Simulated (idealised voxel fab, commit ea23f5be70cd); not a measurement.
The process module presented herein is designated voxel gate over fins.
cross-section cut | 225 nm wide | cells 5 nm
The cross-sections in this document take the form of a grid made of square cells. They are written out as bands, in order from top to bottom. Each band consists of one or more rows of cells.
Basically the band line says how high the top is and how high the bottom is, in nm, and then what's in it from left to right, every material with its width in nm. Empty space shows up as "blank", and if a single material carries "full width" it runs the full band edge to edge.
Heights are expressed relative to 0, this being the level below which the as-received wafer comprises one material exclusively. The lowest band is unbounded in the downward direction and is denoted as in "0 down".
You'd read "30 to 40" like this: the band's top row of cells is as wide as the first number, its bottom row is as wide as the second, and going down, every row changes width by the same amount as the row before did.
What does "all unchanged" mean for a step? It means no cell of the cross-section changed in that step.
What "Sealed internal cavities" gives you is every empty space of 8 cells or more that is cut off from the top. Each appears as width x height at distance, with the distance taken from the left edge and width, height and distance all in nm.
It should be noted that, on the line of a given step, the content following the step's settings is a remark produced by the simulator itself with respect to that step.
overlay nm, on a step with a mask: how far to the right of its planned place the mask lay; to the left if negative
Planned process steps:
1) RECEIVE (material Si)
2) CONFORMAL_DEP (material SiN; thk nm 5)
3) PATTERN (tone cover; mask id FINS; material resist; width nm 15; pitch nm 45; thk nm 15; overlay nm 0)
4) DIRECTIONAL_ETCH (etch materials SiN; depth nm 5)
5) DIRECTIONAL_ETCH (etch materials Si; depth nm 30)
6) STRIP (etch materials resist)
7) OXIDIZE (depth nm 5)
8) FILL_DEP (material SiO2; thk nm 10)
9) CMP (height nm 5)
10) SELECTIVE_ETCH (etch materials SiO2; depth nm 20)
11) STRIP (etch materials SiN)
12) CONFORMAL_DEP (material HfO2; thk nm 5)
13) CONFORMAL_DEP (material TiN; thk nm 5)
14) CONFORMAL_DEP (material TiAl; thk nm 5)
15) CONFORMAL_DEP (material TiN; thk nm 5)
16) FILL_DEP (material W; thk nm 15)
17) CMP (height nm 30)
18) CONFORMAL_DEP (material SiCN; thk nm 5)
First of two wafers, with the run carried out as planned:
Wafer as received: cross-section following step 1:
0 down = Si full width
Sealed internal cavities: none
Step 2 done - wafer cross-section:
5 to 0 = SiN full width
Everything under 0 stays put, no change at all.
Step 3 done - wafer cross-section:
20 to 5 = 35 nm blank; 15 nm resist; 30 nm blank; 15 nm resist; 30 nm blank; 15 nm resist; 30 nm blank; 15 nm resist; 40 nm blank
Everything under 5 stays put, no change at all.
Step 4 done - wafer cross-section:
20 to 5 = 35 nm blank; 15 nm resist; 30 nm blank; 15 nm resist; 30 nm blank; 15 nm resist; 30 nm blank; 15 nm resist; 40 nm blank
5 to 0 = 35 nm blank; 15 nm SiN; 30 nm blank; 15 nm SiN; 30 nm blank; 15 nm SiN; 30 nm blank; 15 nm SiN; 40 nm blank
Everything under 0 stays put, no change at all.
Step 5 done - wafer cross-section:
20 to 5 = 35 nm blank; 15 nm resist; 30 nm blank; 15 nm resist; 30 nm blank; 15 nm resist; 30 nm blank; 15 nm resist; 40 nm blank
5 to 0 = 35 nm blank; 15 nm SiN; 30 nm blank; 15 nm SiN; 30 nm blank; 15 nm SiN; 30 nm blank; 15 nm SiN; 40 nm blank
0 to -30 = 35 nm blank; 15 nm Si; 30 nm blank; 15 nm Si; 30 nm blank; 15 nm Si; 30 nm blank; 15 nm Si; 40 nm blank
Everything under -30 stays put, no change at all.
Step 6 done - wafer cross-section:
5 to 0 = 35 nm blank; 15 nm SiN; 30 nm blank; 15 nm SiN; 30 nm blank; 15 nm SiN; 30 nm blank; 15 nm SiN; 40 nm blank
Everything under 0 stays put, no change at all.
Step 7 done - wafer cross-section:
5 to 0 = 35 nm blank; 15 nm SiN; 30 nm blank; 15 nm SiN; 30 nm blank; 15 nm SiN; 30 nm blank; 15 nm SiN; 40 nm blank
0 to -30 = 35 nm blank; 5 nm SiO2; 5 nm Si; 5 nm SiO2; 30 nm blank; 5 nm SiO2; 5 nm Si; 5 nm SiO2; 30 nm blank; 5 nm SiO2; 5 nm Si; 5 nm SiO2; 30 nm blank; 5 nm SiO2; 5 nm Si; 5 nm SiO2; 40 nm blank
-30 to -35 = 40 nm SiO2; 5 nm Si; 40 nm SiO2; 5 nm Si; 40 nm SiO2; 5 nm Si; 40 nm SiO2; 5 nm Si; 45 nm SiO2
Everything under -35 stays put, no change at all.
Step 8 done - wafer cross-section:
15 to 5 = SiO2 full width
5 to 0 = 35 nm SiO2; 15 nm SiN; 30 nm SiO2; 15 nm SiN; 30 nm SiO2; 15 nm SiN; 30 nm SiO2; 15 nm SiN; 40 nm SiO2
0 to -35 = 40 nm SiO2; 5 nm Si; 40 nm SiO2; 5 nm Si; 40 nm SiO2; 5 nm Si; 40 nm SiO2; 5 nm Si; 45 nm SiO2
Everything under -35 stays put, no change at all.
Step 9 done - wafer cross-section:
5 to 0 = 35 nm SiO2; 15 nm SiN; 30 nm SiO2; 15 nm SiN; 30 nm SiO2; 15 nm SiN; 30 nm SiO2; 15 nm SiN; 40 nm SiO2
Everything under 0 stays put, no change at all.
Step 10 done - wafer cross-section:
5 to 0 = 35 nm blank; 15 nm SiN; 30 nm blank; 15 nm SiN; 30 nm blank; 15 nm SiN; 30 nm blank; 15 nm SiN; 40 nm blank
0 to -15 = 40 nm blank; 5 nm Si; 40 nm blank; 5 nm Si; 40 nm blank; 5 nm Si; 40 nm blank; 5 nm Si; 45 nm blank
Everything under -15 stays put, no change at all.
Step 11 done - wafer cross-section:
0 to -15 = 40 nm blank; 5 nm Si; 40 nm blank; 5 nm Si; 40 nm blank; 5 nm Si; 40 nm blank; 5 nm Si; 45 nm blank
Everything under -15 stays put, no change at all.
Step 12 done - wafer cross-section:
5 to 0 = 35 nm blank; 15 nm HfO2; 30 nm blank; 15 nm HfO2; 30 nm blank; 15 nm HfO2; 30 nm blank; 15 nm HfO2; 40 nm blank
0 to -10 = 35 nm blank; 5 nm HfO2; 5 nm Si; 5 nm HfO2; 30 nm blank; 5 nm HfO2; 5 nm Si; 5 nm HfO2; 30 nm blank; 5 nm HfO2; 5 nm Si; 5 nm HfO2; 30 nm blank; 5 nm HfO2; 5 nm Si; 5 nm HfO2; 40 nm blank
-10 to -15 = 40 nm HfO2; 5 nm Si; 40 nm HfO2; 5 nm Si; 40 nm HfO2; 5 nm Si; 40 nm HfO2; 5 nm Si; 45 nm HfO2
Everything under -15 stays put, no change at all.
Step 13 done - wafer cross-section:
10 to 5 = 30 nm blank; 25 nm TiN; 20 nm blank; 25 nm TiN; 20 nm blank; 25 nm TiN; 20 nm blank; 25 nm TiN; 35 nm blank
5 to 0 = 30 nm blank; 5 nm TiN; 15 nm HfO2; 5 nm TiN; 20 nm blank; 5 nm TiN; 15 nm HfO2; 5 nm TiN; 20 nm blank; 5 nm TiN; 15 nm HfO2; 5 nm TiN; 20 nm blank; 5 nm TiN; 15 nm HfO2; 5 nm TiN; 35 nm blank
0 to -5 = 30 nm blank; 5 nm TiN; 5 nm HfO2; 5 nm Si; 5 nm HfO2; 5 nm TiN; 20 nm blank; 5 nm TiN; 5 nm HfO2; 5 nm Si; 5 nm HfO2; 5 nm TiN; 20 nm blank; 5 nm TiN; 5 nm HfO2; 5 nm Si; 5 nm HfO2; 5 nm TiN; 20 nm blank; 5 nm TiN; 5 nm HfO2; 5 nm Si; 5 nm HfO2; 5 nm TiN; 35 nm blank
-5 to -10 = 35 nm TiN; 5 nm HfO2; 5 nm Si; 5 nm HfO2; 30 nm TiN; 5 nm HfO2; 5 nm Si; 5 nm HfO2; 30 nm TiN; 5 nm HfO2; 5 nm Si; 5 nm HfO2; 30 nm TiN; 5 nm HfO2; 5 nm Si; 5 nm HfO2; 40 nm TiN
Everything under -10 stays put, no change at all.
Step 14 done - wafer cross-section:
15 to 10 = 25 nm blank; 35 nm TiAl; 10 nm blank; 35 nm TiAl; 10 nm blank; 35 nm TiAl; 10 nm blank; 35 nm TiAl; 30 nm blank
10 to 5 = 25 nm blank; 5 nm TiAl; 25 nm TiN; 5 nm TiAl; 10 nm blank; 5 nm TiAl; 25 nm TiN; 5 nm TiAl; 10 nm blank; 5 nm TiAl; 25 nm TiN; 5 nm TiAl; 10 nm blank; 5 nm TiAl; 25 nm TiN; 5 nm TiAl; 30 nm blank
5 to 0 = 25 nm blank; 5 nm TiAl; 5 nm TiN; 15 nm HfO2; 5 nm TiN; 5 nm TiAl; 10 nm blank; 5 nm TiAl; 5 nm TiN; 15 nm HfO2; 5 nm TiN; 5 nm TiAl; 10 nm blank; 5 nm TiAl; 5 nm TiN; 15 nm HfO2; 5 nm TiN; 5 nm TiAl; 10 nm blank; 5 nm TiAl; 5 nm TiN; 15 nm HfO2; 5 nm TiN; 5 nm TiAl; 30 nm blank
0 to -5 = 30 nm TiAl; 5 nm TiN; 5 nm HfO2; 5 nm Si; 5 nm HfO2; 5 nm TiN; 20 nm TiAl; 5 nm TiN; 5 nm HfO2; 5 nm Si; 5 nm HfO2; 5 nm TiN; 20 nm TiAl; 5 nm TiN; 5 nm HfO2; 5 nm Si; 5 nm HfO2; 5 nm TiN; 20 nm TiAl; 5 nm TiN; 5 nm HfO2; 5 nm Si; 5 nm HfO2; 5 nm TiN; 35 nm TiAl
Everything under -5 stays put, no change at all.
Step 15 done - wafer cross-section:
20 to 15 = 20 nm blank; 180 nm TiN; 25 nm blank
15 to 10 = 20 nm blank; 5 nm TiN; 35 nm TiAl; 10 nm TiN; 35 nm TiAl; 10 nm TiN; 35 nm TiAl; 10 nm TiN; 35 nm TiAl; 5 nm TiN; 25 nm blank
10 to 5 = 20 nm blank; 5 nm TiN; 5 nm TiAl; 25 nm TiN; 5 nm TiAl; 10 nm TiN; 5 nm TiAl; 25 nm TiN; 5 nm TiAl; 10 nm TiN; 5 nm TiAl; 25 nm TiN; 5 nm TiAl; 10 nm TiN; 5 nm TiAl; 25 nm TiN; 5 nm TiAl; 5 nm TiN; 25 nm blank
5 to 0 = 25 nm TiN; 5 nm TiAl; 5 nm TiN; 15 nm HfO2; 5 nm TiN; 5 nm TiAl; 10 nm TiN; 5 nm TiAl; 5 nm TiN; 15 nm HfO2; 5 nm TiN; 5 nm TiAl; 10 nm TiN; 5 nm TiAl; 5 nm TiN; 15 nm HfO2; 5 nm TiN; 5 nm TiAl; 10 nm TiN; 5 nm TiAl; 5 nm TiN; 15 nm HfO2; 5 nm TiN; 5 nm TiAl; 30 nm TiN
Everything under 0 stays put, no change at all.
Step 16 done - wafer cross-section:
35 to 20 = W full width
20 to 15 = 20 nm W; 180 nm TiN; 25 nm W
15 to 10 = 20 nm W; 5 nm TiN; 35 nm TiAl; 10 nm TiN; 35 nm TiAl; 10 nm TiN; 35 nm TiAl; 10 nm TiN; 35 nm TiAl; 5 nm TiN; 25 nm W
10 to 5 = 20 nm W; 5 nm TiN; 5 nm TiAl; 25 nm TiN; 5 nm TiAl; 10 nm TiN; 5 nm TiAl; 25 nm TiN; 5 nm TiAl; 10 nm TiN; 5 nm TiAl; 25 nm TiN; 5 nm TiAl; 10 nm TiN; 5 nm TiAl; 25 nm TiN; 5 nm TiAl; 5 nm TiN; 25 nm W
Everything under 5 stays put, no change at all.
Step 17 done - wafer cross-section:
30 to 20 = W full width
Everything under 20 stays put, no change at all.
Step 18 done - wafer cross-section:
35 to 30 = SiCN full width
Everything under 30 stays put, no change at all.
For the second wafer, take the first wafer's start and plan, then add one mistake made in running it; everything through step 12, that step included, is shared with the first:
Second wafer, sectioned view, at step 13's planned end time:
10 to 5 = 30 nm blank; 25 nm TiAl; 20 nm blank; 25 nm TiAl; 20 nm blank; 25 nm TiAl; 20 nm blank; 25 nm TiAl; 35 nm blank
5 to 0 = 30 nm blank; 5 nm TiAl; 15 nm HfO2; 5 nm TiAl; 20 nm blank; 5 nm TiAl; 15 nm HfO2; 5 nm TiAl; 20 nm blank; 5 nm TiAl; 15 nm HfO2; 5 nm TiAl; 20 nm blank; 5 nm TiAl; 15 nm HfO2; 5 nm TiAl; 35 nm blank
0 to -5 = 30 nm blank; 5 nm TiAl; 5 nm HfO2; 5 nm Si; 5 nm HfO2; 5 nm TiAl; 20 nm blank; 5 nm TiAl; 5 nm HfO2; 5 nm Si; 5 nm HfO2; 5 nm TiAl; 20 nm blank; 5 nm TiAl; 5 nm HfO2; 5 nm Si; 5 nm HfO2; 5 nm TiAl; 20 nm blank; 5 nm TiAl; 5 nm HfO2; 5 nm Si; 5 nm HfO2; 5 nm TiAl; 35 nm blank
-5 to -10 = 35 nm TiAl; 5 nm HfO2; 5 nm Si; 5 nm HfO2; 30 nm TiAl; 5 nm HfO2; 5 nm Si; 5 nm HfO2; 30 nm TiAl; 5 nm HfO2; 5 nm Si; 5 nm HfO2; 30 nm TiAl; 5 nm HfO2; 5 nm Si; 5 nm HfO2; 40 nm TiAl
Everything under -10 stays put, no change at all.
Second wafer, sectioned view, at step 14's planned end time:
15 to 10 = 25 nm blank; 35 nm TiN; 10 nm blank; 35 nm TiN; 10 nm blank; 35 nm TiN; 10 nm blank; 35 nm TiN; 30 nm blank
10 to 5 = 25 nm blank; 5 nm TiN; 25 nm TiAl; 5 nm TiN; 10 nm blank; 5 nm TiN; 25 nm TiAl; 5 nm TiN; 10 nm blank; 5 nm TiN; 25 nm TiAl; 5 nm TiN; 10 nm blank; 5 nm TiN; 25 nm TiAl; 5 nm TiN; 30 nm blank
5 to 0 = 25 nm blank; 5 nm TiN; 5 nm TiAl; 15 nm HfO2; 5 nm TiAl; 5 nm TiN; 10 nm blank; 5 nm TiN; 5 nm TiAl; 15 nm HfO2; 5 nm TiAl; 5 nm TiN; 10 nm blank; 5 nm TiN; 5 nm TiAl; 15 nm HfO2; 5 nm TiAl; 5 nm TiN; 10 nm blank; 5 nm TiN; 5 nm TiAl; 15 nm HfO2; 5 nm TiAl; 5 nm TiN; 30 nm blank
0 to -5 = 30 nm TiN; 5 nm TiAl; 5 nm HfO2; 5 nm Si; 5 nm HfO2; 5 nm TiAl; 20 nm TiN; 5 nm TiAl; 5 nm HfO2; 5 nm Si; 5 nm HfO2; 5 nm TiAl; 20 nm TiN; 5 nm TiAl; 5 nm HfO2; 5 nm Si; 5 nm HfO2; 5 nm TiAl; 20 nm TiN; 5 nm TiAl; 5 nm HfO2; 5 nm Si; 5 nm HfO2; 5 nm TiAl; 35 nm TiN
Everything under -5 stays put, no change at all.
Second wafer, sectioned view, at step 15's planned end time:
20 to 10 = 20 nm blank; 180 nm TiN; 25 nm blank
10 to 5 = 20 nm blank; 10 nm TiN; 25 nm TiAl; 20 nm TiN; 25 nm TiAl; 20 nm TiN; 25 nm TiAl; 20 nm TiN; 25 nm TiAl; 10 nm TiN; 25 nm blank
5 to 0 = 30 nm TiN; 5 nm TiAl; 15 nm HfO2; 5 nm TiAl; 20 nm TiN; 5 nm TiAl; 15 nm HfO2; 5 nm TiAl; 20 nm TiN; 5 nm TiAl; 15 nm HfO2; 5 nm TiAl; 20 nm TiN; 5 nm TiAl; 15 nm HfO2; 5 nm TiAl; 35 nm TiN
Everything under 0 stays put, no change at all.
Second wafer, sectioned view, at step 16's planned end time:
35 to 20 = W full width
20 to 10 = 20 nm W; 180 nm TiN; 25 nm W
10 to 5 = 20 nm W; 10 nm TiN; 25 nm TiAl; 20 nm TiN; 25 nm TiAl; 20 nm TiN; 25 nm TiAl; 20 nm TiN; 25 nm TiAl; 10 nm TiN; 25 nm W
Everything under 5 stays put, no change at all.
Second wafer, sectioned view, at step 17's planned end time:
30 to 20 = W full width
Everything under 20 stays put, no change at all.
Second wafer, sectioned view, at step 18's planned end time:
35 to 30 = SiCN full width
Everything under 30 stays put, no change at all.
Deviation from plan: steps 13 and 14 traded places in the executed sequence
End check, second vs first wafer: material counts in cells match, positions do not.
